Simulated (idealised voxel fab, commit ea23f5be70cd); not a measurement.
process module | voxel gate over fins
cross-section cut | 145 nm wide | cells 5 nm
A cross-section is a grid of square cells, given in bands from the top down. A band is one or more rows of cells.
Each band's line starts with the height of the band's top and of its bottom, in nm. Then come its materials from left to right, each with its width in nm. One material with "throughout" fills the band from edge to edge. "air" is empty space.
Height 0 is the level under which the wafer as received is all one material. The lowest band goes on downwards, as in "0 down".
A width such as "30 to 40" changes by the same amount from each row of cells to the next, from the band's top row to its bottom row.
"no change" after a step means that no cell of the cross-section changed.
closed voids: empty space of 8 cells or more with no open way to the top, each as width x height at its distance from the left edge, in nm
after a step's settings: what the simulator itself notes on the step
overlay nm, on a step with a mask: how far to the right of its planned place the mask lay; to the left if negative
plan
1 op RECEIVE | material Si
2 op CONFORMAL_DEP | material SiN | thk nm 10
3 op PATTERN | tone cover | mask id FINS | material resist | width nm 15 | pitch nm 35 | thk nm 15 | overlay nm 0
4 op DIRECTIONAL_ETCH | etch materials SiN | depth nm 10
5 op DIRECTIONAL_ETCH | etch materials Si | depth nm 40
6 op STRIP | etch materials resist
7 op FILL_DEP | material SiO2 | thk nm 5
8 op CMP | height nm 10
9 op SELECTIVE_ETCH | etch materials SiO2 | depth nm 25
10 op STRIP | etch materials SiN
11 op CONFORMAL_DEP | material HfO2 | thk nm 5
12 op CONFORMAL_DEP | material TiN | thk nm 5
13 op CONFORMAL_DEP | material TiAl | thk nm 5
14 op CONFORMAL_DEP | material TiN | thk nm 5
15 op FILL_DEP | material W | thk nm 10
16 op CMP | height nm 25
17 op CONFORMAL_DEP | material SiCN | thk nm 5
as received, after step 1
  0 down: Si throughout
  closed voids: none
a wafer at the end: this start, this plan, one mistake
  30 to 25: SiCN throughout
  25 to 20: TiAl throughout
  20 to 15: TiN throughout
  15 to 10: HfO2 throughout
  10 to 0: TiAl throughout
  0 down: Si throughout
  closed voids: none
what went wrong: step 2 ran as: op CONFORMAL_DEP | material TiAl | thk nm 10
